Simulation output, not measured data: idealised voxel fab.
process module | voxel ribs on slabs
cross-section cut | 190 nm wide | cells 5 nm
A cross-section is a grid of square cells, given in bands from the top down. A band is one or more rows of cells.
Each band's line starts with the height of the band's top and of its bottom, in nm. Then come its materials from left to right, each with its width in nm. One material with "throughout" fills the band from edge to edge. "air" is empty space.
Height 0 is the level under which the wafer as received is all one material. The lowest band goes on downwards, as in "0 down".
A width such as "30 to 40" changes by the same amount from each row of cells to the next, from the band's top row to its bottom row.
"no change" after a step means that no cell of the cross-section changed.
closed voids: empty space of 8 cells or more with no open way to the top, each as width x height at its distance from the left edge, in nm
after a step's settings: what the simulator itself notes on the step
overlay nm, on a step with a mask: how far to the right of its planned place the mask lay; to the left if negative
plan
1 op RECEIVE | material Si
2 op DIRECTIONAL_DEP | material SiO2 | thk nm 25
3 op DIRECTIONAL_DEP | material SiN | thk nm 15
4 op PATTERN | tone cover | mask id RIB | material resist | width nm 30 | thk nm 20 | overlay nm 0
5 op DIRECTIONAL_ETCH | etch materials SiN | depth nm 5
6 op STRIP | etch materials resist
7 op MASKED_ETCH | tone cover | mask id SLAB | width nm 80 | etch materials SiN | depth nm 10 | overlay nm 0
8 op FILL_DEP | material SiO2 | thk nm 20
9 op CMP | height nm 50
10 op DIRECTIONAL_DEP | material TiN | thk nm 10
11 op PATTERN | tone cover | mask id HEATER | material resist | width nm 40 | thk nm 20 | overlay nm 0
12 op DIRECTIONAL_ETCH | etch materials TiN | depth nm 10
13 op STRIP | etch materials resist
14 op CONFORMAL_DEP | material SiN | thk nm 5
as received, after step 1
  0 down: Si throughout
  closed voids: none
a wafer at the end: this start, this plan, one mistake
  65 to 60: air 70 | SiN 50 | air 70
  60 to 55: SiN 75 | TiN 40 | SiN 75
  55 to 50: TiN throughout
  50 to 40: SiO2 throughout
  40 to 35: SiO2 80 | SiN 30 | SiO2 80
  35 to 25: SiO2 55 | SiN 80 | SiO2 55
  25 to 0: SiO2 throughout
  0 down: Si throughout
  closed voids: none
what went wrong: step 12 ran as: op DIRECTIONAL_ETCH | etch materials TiN | depth nm 5
